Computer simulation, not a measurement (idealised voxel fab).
Process module under the name voxel transistor to metal
The cross-section on display is named cut; it measures 160 nm wide, and its cells are 5 nm squares.
Each cross-section below is a grid of square cells, stated as bands in top-down order, with one or more rows of cells making up each band. For a band, the entry starts with two heights in nm, that of the top and then that of the bottom, and carries on with the band's materials in order from left to right, each alongside its width in nm; the word "full width" beside a single material means it fills the band edge to edge, and "blank" means empty space. The reference from which all heights are counted is 0, the level beneath which the as-received wafer is entirely one material; the lowest band, having no lower bound, proceeds downward and is written after the example "from 0 down". Per-row width for "30..40": begins at first number (top row of band), ends at second number (bottom row), increment between rows held constant. "no alteration" (step): cross-section cells unchanged, all of them. The entry "Closed void inventory" lists the empty spaces that cover at least 8 cells and have no open path to the top. Each is written as width x height at distance, where the distance is measured from the left edge and all three values are in nm. Heads up: the bit after the settings on a step's line is the simulator's remark on that step. What "overlay nm" on a step's line means: if the step has a mask, that mask lay this far to the right of its planned place, or, when the value is negative, to the left.
-- So here's the lineup of process steps we planned
1. RECEIVE,material Si
2. CONFORMAL_DEP,material SiO2,thk nm 5
3. CONFORMAL_DEP,material SiN,thk nm 10
4. PATTERN,tone cover,mask id ACTIVE,material resist,width nm 125,thk nm 20,overlay nm 0
5. DIRECTIONAL_ETCH,etch materials SiN,depth nm 10
6. DIRECTIONAL_ETCH,etch materials SiO2,depth nm 5
7. DIRECTIONAL_ETCH,etch materials Si,depth nm 35
8. STRIP,etch materials resist
9. FILL_DEP,material SiO2,thk nm 15
10. CMP,height nm 15
11. SELECTIVE_ETCH,etch materials SiO2,depth nm 5
12. STRIP,etch materials SiN
13. SELECTIVE_ETCH,etch materials SiO2,depth nm 5
14. OXIDIZE,depth nm 5
15. DIRECTIONAL_DEP,material polySi,thk nm 20
16. DIRECTIONAL_DEP,material SiCN,thk nm 10
17. PATTERN,tone cover,mask id GATE,material resist,width nm 35,thk nm 15,overlay nm 0
18. DIRECTIONAL_ETCH,etch materials SiCN,depth nm 20
19. DIRECTIONAL_ETCH,etch materials polySi,depth nm 30
20. STRIP,etch materials resist
21. CONFORMAL_DEP,material SiO2,thk nm 5
22. DIRECTIONAL_ETCH,etch materials SiO2,depth nm 5
23. CONFORMAL_DEP,material SiN,thk nm 5
24. DIRECTIONAL_ETCH,etch materials SiN,depth nm 5
25. DIRECTIONAL_ETCH,etch materials SiO2,depth nm 5
26. DIRECTIONAL_ETCH,etch materials Si,depth nm 5
27. EPI,material SiGe,thk nm 5
28. FILL_DEP,material SiO2,thk nm 5
29. CMP,height nm 20
30. STRIP,etch materials polySi
31. SELECTIVE_ETCH,etch materials SiO2,depth nm 5
32. CONFORMAL_DEP,material HfO2,thk nm 5
33. CONFORMAL_DEP,material TiN,thk nm 5
34. FILL_DEP,material W,thk nm 5
35. CMP,height nm 15
36. DIRECTIONAL_DEP,material SiO2,thk nm 15
37. MASKED_ETCH,tone open,mask id CONTACT,width nm 20,pitch nm 85,etch materials SiO2,depth nm 35,overlay nm 0
38. CONFORMAL_DEP,material TiN,thk nm 5
39. FILL_DEP,material Ru,thk nm 5
40. CMP,height nm 30
41. CONFORMAL_DEP,material SiN,thk nm 5
42. DIRECTIONAL_DEP,material lowk,thk nm 20
43. PATTERN,tone open,mask id METAL_1,material resist,width nm 20,pitch nm 85,thk nm 20,overlay nm 0
44. DIRECTIONAL_ETCH,etch materials lowk,depth nm 20
45. DIRECTIONAL_ETCH,etch materials SiN,depth nm 5
46. STRIP,etch materials resist
47. CONFORMAL_DEP,material TiN,thk nm 5
48. FILL_DEP,material Ru,thk nm 5
49. CMP,height nm 55
50. CONFORMAL_DEP,material SiCN,thk nm 5
51. DIRECTIONAL_DEP,material SiO2,thk nm 30
52. PATTERN,tone open,mask id METAL_2_HOLES,material resist,width nm 15,pitch nm 85,thk nm 20,overlay nm 0
53. DIRECTIONAL_ETCH,etch materials SiO2,depth nm 30
54. STRIP,etch materials resist
55. PATTERN,tone open,mask id METAL_2,material resist,width nm 20,pitch nm 85,thk nm 15,overlay nm 0
56. DIRECTIONAL_ETCH,etch materials SiO2,depth nm 15
57. DIRECTIONAL_ETCH,etch materials SiCN,depth nm 5
58. STRIP,etch materials resist
59. CONFORMAL_DEP,material TiN,thk nm 5
60. FILL_DEP,material Cu,thk nm 10
61. CMP,height nm 90
62. CONFORMAL_DEP,material SiN,thk nm 5
-- Cross-section of the wafer upon arrival, representing the state reached after step 1
from 0 down: Si full width
Closed void inventory: none
-- Cross-sectional image of the first of two wafers at the end of the module, the run having proceeded as planned
from 95 to 90: SiN full width
from 90 to 80: 25 of SiO2; 5 of TiN; 10 of Cu; 5 of TiN; 65 of SiO2; 5 of TiN; 10 of Cu; 5 of TiN; 30 of SiO2
from 80 to 75: 25 of SiO2; 5 of TiN; 5 of Cu; 10 of TiN; 65 of SiO2; 5 of TiN; 5 of Cu; 10 of TiN; 30 of SiO2
from 75 to 60: 25 of SiO2; 5 of TiN; 5 of Cu; 5 of TiN; 70 of SiO2; 5 of TiN; 5 of Cu; 5 of TiN; 35 of SiO2
from 60 to 55: 25 of SiCN; 15 of TiN; 70 of SiCN; 15 of TiN; 35 of SiCN
from 55 to 35: 25 of lowk; 5 of TiN; 10 of Ru; 5 of TiN; 65 of lowk; 5 of TiN; 10 of Ru; 5 of TiN; 30 of lowk
from 35 to 30: 25 of SiN; 20 of TiN; 65 of SiN; 20 of TiN; 30 of SiN
from 30 to 15: 25 of SiO2; 5 of TiN; 10 of Ru; 5 of TiN; 65 of SiO2; 5 of TiN; 10 of Ru; 5 of TiN; 30 of SiO2
from 15 to 5: 25 of SiO2; 5 of TiN; 10 of Ru; 5 of TiN; 5 of SiO2; 5 of SiN; 5 of HfO2; 5 of TiN; 25 of W; 5 of TiN; 5 of HfO2; 5 of SiN; 5 of SiO2; 5 of TiN; 10 of Ru; 5 of TiN; 30 of SiO2
from 5 to 0: 15 of SiO2; 5 of SiN; 5 of SiO2; 5 of TiN; 10 of Ru; 5 of TiN; 5 of SiO2; 5 of SiN; 5 of HfO2; 35 of TiN; 5 of HfO2; 5 of SiN; 5 of SiO2; 5 of TiN; 10 of Ru; 5 of TiN; 5 of SiO2; 5 of SiN; 20 of SiO2
from 0 to -5: 20 of SiO2; 5 of SiGe; 20 of TiN; 5 of SiGe; 5 of SiO2; 45 of HfO2; 5 of SiO2; 5 of SiGe; 20 of TiN; 5 of SiGe; 25 of SiO2
from -5 to -10: 15 of SiO2; 5 of Si; 30 of SiGe; 55 of Si; 30 of SiGe; 5 of Si; 20 of SiO2
from -10 to -35: 15 of SiO2; 125 of Si; 20 of SiO2
from -35 down: Si full width
Closed void inventory: none
-- Second wafer through the module, sectioned at the end: same beginning and same plan as the first wafer, with one mistake in carrying it out
from 95 to 90: SiN full width
from 90 to 80: 25 of SiO2; 5 of TiN; 10 of Cu; 5 of TiN; 65 of SiO2; 5 of TiN; 10 of Cu; 5 of TiN; 30 of SiO2
from 80 to 75: 25 of SiO2; 5 of TiN; 5 of Cu; 10 of TiN; 65 of SiO2; 5 of TiN; 5 of Cu; 10 of TiN; 30 of SiO2
from 75 to 60: 25 of SiO2; 5 of TiN; 5 of Cu; 5 of TiN; 70 of SiO2; 5 of TiN; 5 of Cu; 5 of TiN; 35 of SiO2
from 60 to 55: 25 of SiCN; 15 of TiN; 70 of SiCN; 15 of TiN; 35 of SiCN
from 55 to 35: 25 of lowk; 5 of TiN; 10 of polySi; 5 of TiN; 65 of lowk; 5 of TiN; 10 of polySi; 5 of TiN; 30 of lowk
from 35 to 30: 25 of SiN; 20 of TiN; 65 of SiN; 20 of TiN; 30 of SiN
from 30 to 15: 25 of SiO2; 5 of TiN; 10 of Ru; 5 of TiN; 65 of SiO2; 5 of TiN; 10 of Ru; 5 of TiN; 30 of SiO2
from 15 to 5: 25 of SiO2; 5 of TiN; 10 of Ru; 5 of TiN; 5 of SiO2; 5 of SiN; 5 of HfO2; 5 of TiN; 25 of W; 5 of TiN; 5 of HfO2; 5 of SiN; 5 of SiO2; 5 of TiN; 10 of Ru; 5 of TiN; 30 of SiO2
from 5 to 0: 15 of SiO2; 5 of SiN; 5 of SiO2; 5 of TiN; 10 of Ru; 5 of TiN; 5 of SiO2; 5 of SiN; 5 of HfO2; 35 of TiN; 5 of HfO2; 5 of SiN; 5 of SiO2; 5 of TiN; 10 of Ru; 5 of TiN; 5 of SiO2; 5 of SiN; 20 of SiO2
from 0 to -5: 20 of SiO2; 5 of SiGe; 20 of TiN; 5 of SiGe; 5 of SiO2; 45 of HfO2; 5 of SiO2; 5 of SiGe; 20 of TiN; 5 of SiGe; 25 of SiO2
from -5 to -10: 15 of SiO2; 5 of Si; 30 of SiGe; 55 of Si; 30 of SiGe; 5 of Si; 20 of SiO2
from -10 to -35: 15 of SiO2; 125 of Si; 20 of SiO2
from -35 down: Si full width
Closed void inventory: none
It is concluded that the wafer was processed incorrectly with respect to the plan, in that step 48 ran differently from the plan; actual operation with settings: FILL_DEP,material polySi,thk nm 5
The closing comparison, in cells, has the second wafer with more or fewer of some materials than the first: Ru -16, polySi +16
